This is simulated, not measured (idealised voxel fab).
process module | voxel capacitor over wiring
cross-section cut | 155 nm wide | cells 5 nm
A cross-section is a grid of square cells, given in bands from the top down. A band is one or more rows of cells.
Each band's line starts with the height of the band's top and of its bottom, in nm. Then come its materials from left to right, each with its width in nm. One material with "throughout" fills the band from edge to edge. "air" is empty space.
Height 0 is the level under which the wafer as received is all one material. The lowest band goes on downwards, as in "0 down".
A width such as "30 to 40" changes by the same amount from each row of cells to the next, from the band's top row to its bottom row.
"no change" after a step means that no cell of the cross-section changed.
closed voids: empty space of 8 cells or more with no open way to the top, each as width x height at its distance from the left edge, in nm
after a step's settings: what the simulator itself notes on the step
overlay nm, on a step with a mask: how far to the right of its planned place the mask lay; to the left if negative
plan
1 op RECEIVE | material Si
2 op CONFORMAL_DEP | material SiO2 | thk nm 10
3 op CONFORMAL_DEP | material SiCN | thk nm 5
4 op DIRECTIONAL_DEP | material SiO2 | thk nm 20
5 op DIRECTIONAL_DEP | material aC | thk nm 15
6 op PATTERN | tone open | mask id METAL_1 | material resist | width nm 30 | pitch nm 90 | thk nm 35 | overlay nm 0
7 op DIRECTIONAL_ETCH | etch materials aC | depth nm 15
8 op STRIP | etch materials resist
9 op DIRECTIONAL_ETCH | etch materials SiO2 | depth nm 20
10 op DIRECTIONAL_ETCH | etch materials SiCN | depth nm 5
11 op STRIP | etch materials aC
12 op CONFORMAL_DEP | material TiN | thk nm 5
13 op FILL_DEP | material Ru | thk nm 10
14 op CMP | height nm 35
15 op CONFORMAL_DEP | material SiCN | thk nm 5
16 op DIRECTIONAL_DEP | material SiO2 | thk nm 20
17 op PATTERN | tone open | mask id PLUG_1 | material resist | width nm 15 | thk nm 20 | overlay nm 0
18 op DIRECTIONAL_ETCH | etch materials SiO2 | depth nm 20
19 op DIRECTIONAL_ETCH | etch materials SiCN | depth nm 5
20 op STRIP | etch materials resist
21 op EPI | material Ru | thk nm 10
22 op EPI | material Ru | thk nm 10
23 op EPI | material Ru | thk nm 5
24 op DIRECTIONAL_DEP | material TiN | thk nm 10
25 op DIRECTIONAL_DEP | material Al2O3 | thk nm 5
26 op DIRECTIONAL_DEP | material TiN | thk nm 10
27 op DIRECTIONAL_DEP | material aC | thk nm 15
28 op PATTERN | tone cover | mask id UPPER_PLATE | material resist | width nm 65 | thk nm 30 | overlay nm 0
29 op DIRECTIONAL_ETCH | etch materials aC | depth nm 15
30 op STRIP | etch materials resist
31 op DIRECTIONAL_ETCH | etch materials TiN | depth nm 10
32 op DIRECTIONAL_ETCH | etch materials Al2O3 | depth nm 5
33 op STRIP | etch materials aC
34 op DIRECTIONAL_DEP | material aC | thk nm 10
35 op PATTERN | tone cover | mask id LOWER_PLATE | material resist | width nm 75 | thk nm 30 | overlay nm 0
36 op DIRECTIONAL_ETCH | etch materials aC | depth nm 10
37 op STRIP | etch materials resist
38 op DIRECTIONAL_ETCH | etch materials TiN | depth nm 10
39 op STRIP | etch materials aC
40 op FILL_DEP | material SiO2 | thk nm 15
41 op CMP | height nm 95
42 op DIRECTIONAL_DEP | material aC | thk nm 15
43 op PATTERN | tone open | mask id PLUG_2 | material resist | width nm 15 | thk nm 35 | overlay nm 0
44 op DIRECTIONAL_ETCH | etch materials aC | depth nm 15
45 op STRIP | etch materials resist
46 op DIRECTIONAL_ETCH | etch materials SiO2 | depth nm 10
47 op STRIP | etch materials aC
48 op CONFORMAL_DEP | material TiN | thk nm 5
49 op FILL_DEP | material Ru | thk nm 10
50 op CMP | height nm 95
51 op CONFORMAL_DEP | material SiN | thk nm 5
as received, after step 1
  0 down: Si throughout
  closed voids: none
a wafer at the end: this start, this plan, one mistake
  100 to 95: SiN throughout
  95 to 90: SiO2 40 | TiN 15 | SiO2 100
  90 to 80: SiO2 30 | TiN 65 | SiO2 60
  80 to 75: SiO2 25 | TiN 75 | SiO2 55
  75 to 70: Al2O3 throughout
  70 to 60: TiN throughout
  60 to 40: SiO2 30 | Ru 15 | SiO2 110
  40 to 35: SiCN 30 | Ru 15 | SiCN 110
  35 to 15: SiO2 15 | TiN 5 | Ru 20 | TiN 5 | SiO2 60 | TiN 5 | Ru 20 | TiN 5 | SiO2 20
  15 to 10: SiCN 15 | TiN 30 | SiCN 60 | TiN 30 | SiCN 20
  10 to 0: SiO2 throughout
  0 down: Si throughout
  closed voids: none
what went wrong: step 26 ran as: op DIRECTIONAL_DEP | material TiN | thk nm 15
